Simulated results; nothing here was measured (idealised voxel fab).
The document below concerns the process module designated voxel plated lines.
It is cross-section cut that appears here, measuring 240 nm in width, its square cells being 5 nm in size.
A cross-section is written here as square cells arranged in a grid, and it is given in bands from the top down, each band taking up one or more rows of cells. Per band: top height and bottom height in nm, followed by the left-to-right materials and their widths in nm; "edge to edge" marks a single material spanning edge to edge, "blank" marks empty space. Beneath 0, the wafer as received is one material, and that level is where height counting begins. The lowest band goes on downward without a bottom; it is written like "0..down". Per-row width for "30->40": begins at first number (top row of band), ends at second number (bottom row), increment between rows held constant. You'll sometimes find "all unchanged" written for a step, and that's the way of saying that nowhere in the cross-section did a cell change during that step. The entry titled "Non-vented voids" provides the empty spaces that have no open way to the top, restricted to those of 8 cells or more. Each is presented as width x height at distance, the distance being measured from the left edge, with all three in nm. What comes after the settings on a step's line is commentary from the simulator itself on that step. The setting "overlay nm" may be written on the line of a step. When the step uses a mask, the value reports how far to the right of the planned place the mask lay, and a negative value reports that it lay to the left.

Planned process steps
1 RECEIVE: material Si
2 CONFORMAL_DEP: material SiO2, thk nm 5
3 DIRECTIONAL_DEP: material TiN, thk nm 5
4 PATTERN: tone open, mask id LINES, material resist, width nm 25, pitch nm 50, thk nm 25, overlay nm 0
5 EPI: material Ru, thk nm 5
6 EPI: material Ru, thk nm 10
7 STRIP: etch materials resist
8 DIRECTIONAL_ETCH: etch materials TiN, depth nm 5
9 CONFORMAL_DEP: material SiCN, thk nm 5

Cross-section of the incoming wafer, state after step 1
    0..down  Si edge to edge
    Non-vented voids: none

End-of-module XS, first of two wafers, run as planned
    30..25  blank 50 / SiCN 35 / blank 15 / SiCN 35 / blank 15 / SiCN 35 / blank 55
    25..10  blank 50 / SiCN 5 / Ru 25 / SiCN 5 / blank 15 / SiCN 5 / Ru 25 / SiCN 5 / blank 15 / SiCN 5 / Ru 25 / SiCN 5 / blank 55
    10..5  SiCN 55 / TiN 25 / SiCN 25 / TiN 25 / SiCN 25 / TiN 25 / SiCN 60
    5..0  SiO2 edge to edge
    0..down  Si edge to edge
    Non-vented voids: none

Here is the second of the two wafers cut open at the end of the module - same start, same plan as the first one, but we made one mistake running it
    30..25  SiCN 60 / blank 15 / SiCN 35 / blank 15 / SiCN 35 / blank 15 / SiCN 65
    25..10  Ru 55 / SiCN 5 / blank 15 / SiCN 5 / Ru 25 / SiCN 5 / blank 15 / SiCN 5 / Ru 25 / SiCN 5 / blank 15 / SiCN 5 / Ru 60
    10..5  TiN 55 / SiCN 25 / TiN 25 / SiCN 25 / TiN 25 / SiCN 25 / TiN 60
    5..0  SiO2 edge to edge
    0..down  Si edge to edge
    Non-vented voids: none
Heads up, the wafer didn't run the way we planned it: note that step 4 departed from the planned setting and was carried out as PATTERN: tone cover, mask id LINES, material resist, width nm 25, pitch nm 50, thk nm 25, overlay nm 0
Once processing is complete, comparing cell counts shows that the second wafer has more or fewer of certain materials than the first: Ru: 54 more, TiN: 18 more
